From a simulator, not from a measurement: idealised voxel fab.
The process module that follows is named voxel tone inversion.
Cross-section cut spans 300 nm and uses square cells 5 nm in size.
Cross-section format: a grid of square cells, given as bands from top to bottom; each band is one or more rows of cells. A band entry consists of two parts. The first gives the height of the band's top and the height of its bottom, in nm. The rest lists the band's materials from left to right, each with its width in nm. A single material labelled with the word "all across" fills the band from edge to edge, and the word "blank" marks empty space. Below 0: as-received wafer, all one material; heights counted from there. Lowest band: no bottom, goes on down, written "0..down". Top row gets the first number, bottom row gets the second, and each row in between changes by the same step: that is how a band width like "30 to 40" works. No cell of the cross-section changed in a step that is given as "stayed the same". Entry "Enclosed void catalog" = empty spaces >= 8 cells with no open way to the top; each as width x height at distance, distance from left edge, all nm. Note: text after step settings on the step line = simulator remark on that step. "overlay nm" denotes, for a step that has a mask, the displacement of the mask to the right of its planned place, with negative values corresponding to the left.
## So here's the lineup of process steps we planned
1) RECEIVE (material Si)
2) CONFORMAL_DEP (material SiN; thk nm 5)
3) DIRECTIONAL_DEP (material aC; thk nm 20)
4) PATTERN (tone cover; mask id POSTS; material resist; width nm 25; pitch nm 45; thk nm 25; overlay nm 0)
5) DIRECTIONAL_ETCH (etch materials aC; depth nm 20)
6) STRIP (etch materials resist)
7) FILL_DEP (material SiO2; thk nm 10)
8) CMP (height nm 25)
9) STRIP (etch materials aC)
## Step 1 complete: cross-section of the wafer as received
	0..down | Si all across
	Enclosed void catalog: none
## Cross-section, first of two wafers, end of module, run as planned
	25..5 | SiO2 70  blank 25  SiO2 20  blank 25  SiO2 20  blank 25  SiO2 20  blank 25  SiO2 70
	5..0 | SiN all across
	0..down | Si all across
	Enclosed void catalog: none
## Cross-sectional view: second of two wafers, end of module; start and plan identical to the first, one mistake in running
	25..20 | SiO2 all across
	20..0 | SiO2 70  aC 25  SiO2 20  aC 25  SiO2 20  aC 25  SiO2 20  aC 25  SiO2 70
	0..down | Si all across
	Enclosed void catalog: none
Diagnosis: step 2 of the plan was bypassed and not carried out
The final cell counts differ between the wafers, with the second having more or fewer of some materials than the first: 60 fewer of SiN | 60 more of SiO2 | 80 more of aC
